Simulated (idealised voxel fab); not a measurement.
Process module heading - voxel spacer lines
Cross-section cut: width 260 nm, square cells of 5 nm.
In what follows, cross-sections appear as grids of square cells, described through bands that run from the top down, where every band is one or more rows of cells.
The band entry comprises the height of the band's top followed by the height of its bottom, expressed in nm, and subsequently the band's materials from left to right, each stated together with its width in nm. Where a single material is marked with the word "throughout", that material fills the band from edge to edge. The word "blank" represents empty space.
Beneath 0, the wafer as received is one material, and that level is where height counting begins. The lowest band goes on downward without a bottom; it is written like "top 0, no bottom".
Width: "30->40" (first number = top row, second number = bottom row, same change from row to row of cells).
Take "nothing got changed" at face value: in the step it is given for, the cross-section changed in none of its cells.
Closed empty spaces (no open way to the top) of 8 cells or more are what "Closed void entries" lists, each as width x height at distance from the left edge, nm for all three.
What comes after the settings on a step's line is commentary from the simulator itself on that step.
overlay nm: for a step with a mask, the amount by which the mask lay right of where it was planned; a negative amount means left of it.
THESE ARE THE STEPS WE PLANNED FOR THE PROCESS
| 1 | RECEIVE,material Si |
| 2 | CONFORMAL_DEP,material Al2O3,thk nm 10 |
| 3 | DIRECTIONAL_DEP,material polySi,thk nm 10 |
| 4 | DIRECTIONAL_DEP,material aC,thk nm 25 |
| 5 | PATTERN,tone cover,mask id MANDREL,material resist,width nm 25,pitch nm 80,thk nm 35,overlay nm 0 |
| 6 | DIRECTIONAL_ETCH,etch materials aC,depth nm 25 |
| 7 | STRIP,etch materials resist |
| 8 | CONFORMAL_DEP,material SiN,thk nm 15 |
| 9 | DIRECTIONAL_ETCH,etch materials SiN,depth nm 15 |
| 10 | STRIP,etch materials aC |
| 11 | DIRECTIONAL_ETCH,etch materials polySi,depth nm 10 |
| 12 | STRIP,etch materials SiN |
ON THE FIRST OF THE TWO WAFERS: RUN CONDUCTED ACCORDING TO PLAN
CROSS-SECTION OF THE WAFER AT RECEIPT, WHICH IS THE CONDITION AFTER STEP 1
top 0, no bottom | Si throughout
Closed void entries: none
THE WAFER, SEEN IN CROSS-SECTION, AFTER STEP 2
top 10, bottom 0 | Al2O3 throughout
Unchanged below 0.
THE WAFER, SEEN IN CROSS-SECTION, AFTER STEP 3
top 20, bottom 10 | polySi throughout
Unchanged below 10.
THE WAFER, SEEN IN CROSS-SECTION, AFTER STEP 4
top 45, bottom 20 | aC throughout
Unchanged below 20.
THE WAFER, SEEN IN CROSS-SECTION, AFTER STEP 5
top 80, bottom 45 | blank: 75, then resist: 25, then blank: 55, then resist: 25, then blank: 80
Unchanged below 45.
THE WAFER, SEEN IN CROSS-SECTION, AFTER STEP 6
top 55, bottom 45 | blank: 75, then resist: 25, then blank: 55, then resist: 25, then blank: 80
top 45, bottom 20 | blank: 75, then aC: 25, then blank: 55, then aC: 25, then blank: 80
Unchanged below 20.
THE WAFER, SEEN IN CROSS-SECTION, AFTER STEP 7
top 45, bottom 20 | blank: 75, then aC: 25, then blank: 55, then aC: 25, then blank: 80
Unchanged below 20.
THE WAFER, SEEN IN CROSS-SECTION, AFTER STEP 8
top 60, bottom 45 | blank: 60, then SiN: 55, then blank: 25, then SiN: 55, then blank: 65
top 45, bottom 35 | blank: 60, then SiN: 15, then aC: 25, then SiN: 15, then blank: 25, then SiN: 15, then aC: 25, then SiN: 15, then blank: 65
top 35, bottom 20 | SiN: 75, then aC: 25, then SiN: 55, then aC: 25, then SiN: 80
Unchanged below 20.
THE WAFER, SEEN IN CROSS-SECTION, AFTER STEP 9
top 45, bottom 20 | blank: 60, then SiN: 15, then aC: 25, then SiN: 15, then blank: 25, then SiN: 15, then aC: 25, then SiN: 15, then blank: 65
Unchanged below 20.
THE WAFER, SEEN IN CROSS-SECTION, AFTER STEP 10
top 45, bottom 20 | blank: 60, then SiN: 15, then blank: 25, then SiN: 15, then blank: 25, then SiN: 15, then blank: 25, then SiN: 15, then blank: 65
Unchanged below 20.
THE WAFER, SEEN IN CROSS-SECTION, AFTER STEP 11
top 45, bottom 20 | blank: 60, then SiN: 15, then blank: 25, then SiN: 15, then blank: 25, then SiN: 15, then blank: 25, then SiN: 15, then blank: 65
top 20, bottom 10 | blank: 60, then polySi: 15, then blank: 25, then polySi: 15, then blank: 25, then polySi: 15, then blank: 25, then polySi: 15, then blank: 65
Unchanged below 10.
THE WAFER, SEEN IN CROSS-SECTION, AFTER STEP 12
top 20, bottom 10 | blank: 60, then polySi: 15, then blank: 25, then polySi: 15, then blank: 25, then polySi: 15, then blank: 25, then polySi: 15, then blank: 65
Unchanged below 10.
WAFER TWO. IDENTICAL START, IDENTICAL PLAN. ONE MISTAKE IN EXECUTION. IDENTICAL HISTORY THROUGH STEP 4
CROSS-SECTION OF THE SECOND WAFER AT THE TIME STEP 5 OF THE PLAN SHOULD HAVE ENDED
top 80, bottom 45 | blank: 85, then resist: 25, then blank: 55, then resist: 25, then blank: 70
Unchanged below 45.
CROSS-SECTION OF THE SECOND WAFER AT THE TIME STEP 6 OF THE PLAN SHOULD HAVE ENDED
top 55, bottom 45 | blank: 85, then resist: 25, then blank: 55, then resist: 25, then blank: 70
top 45, bottom 20 | blank: 85, then aC: 25, then blank: 55, then aC: 25, then blank: 70
Unchanged below 20.
CROSS-SECTION OF THE SECOND WAFER AT THE TIME STEP 7 OF THE PLAN SHOULD HAVE ENDED
top 45, bottom 20 | blank: 85, then aC: 25, then blank: 55, then aC: 25, then blank: 70
Unchanged below 20.
CROSS-SECTION OF THE SECOND WAFER AT THE TIME STEP 8 OF THE PLAN SHOULD HAVE ENDED
top 60, bottom 45 | blank: 70, then SiN: 55, then blank: 25, then SiN: 55, then blank: 55
top 45, bottom 35 | blank: 70, then SiN: 15, then aC: 25, then SiN: 15, then blank: 25, then SiN: 15, then aC: 25, then SiN: 15, then blank: 55
top 35, bottom 20 | SiN: 85, then aC: 25, then SiN: 55, then aC: 25, then SiN: 70
Unchanged below 20.
CROSS-SECTION OF THE SECOND WAFER AT THE TIME STEP 9 OF THE PLAN SHOULD HAVE ENDED
top 45, bottom 20 | blank: 70, then SiN: 15, then aC: 25, then SiN: 15, then blank: 25, then SiN: 15, then aC: 25, then SiN: 15, then blank: 55
Unchanged below 20.
CROSS-SECTION OF THE SECOND WAFER AT THE TIME STEP 10 OF THE PLAN SHOULD HAVE ENDED
top 45, bottom 20 | blank: 70, then SiN: 15, then blank: 25, then SiN: 15, then blank: 25, then SiN: 15, then blank: 25, then SiN: 15, then blank: 55
Unchanged below 20.
CROSS-SECTION OF THE SECOND WAFER AT THE TIME STEP 11 OF THE PLAN SHOULD HAVE ENDED
top 45, bottom 20 | blank: 70, then SiN: 15, then blank: 25, then SiN: 15, then blank: 25, then SiN: 15, then blank: 25, then SiN: 15, then blank: 55
top 20, bottom 10 | blank: 70, then polySi: 15, then blank: 25, then polySi: 15, then blank: 25, then polySi: 15, then blank: 25, then polySi: 15, then blank: 55
Unchanged below 10.
CROSS-SECTION OF THE SECOND WAFER AT THE TIME STEP 12 OF THE PLAN SHOULD HAVE ENDED
top 20, bottom 10 | blank: 70, then polySi: 15, then blank: 25, then polySi: 15, then blank: 25, then polySi: 15, then blank: 25, then polySi: 15, then blank: 55
Unchanged below 10.
Deviation from plan: planned and actual differ for step 5; actual: PATTERN,tone cover,mask id MANDREL,material resist,width nm 25,pitch nm 80,thk nm 35,overlay nm 10
Tallied in cells, the final second wafer holds each material in the same quantity as the first, although not at the same places.
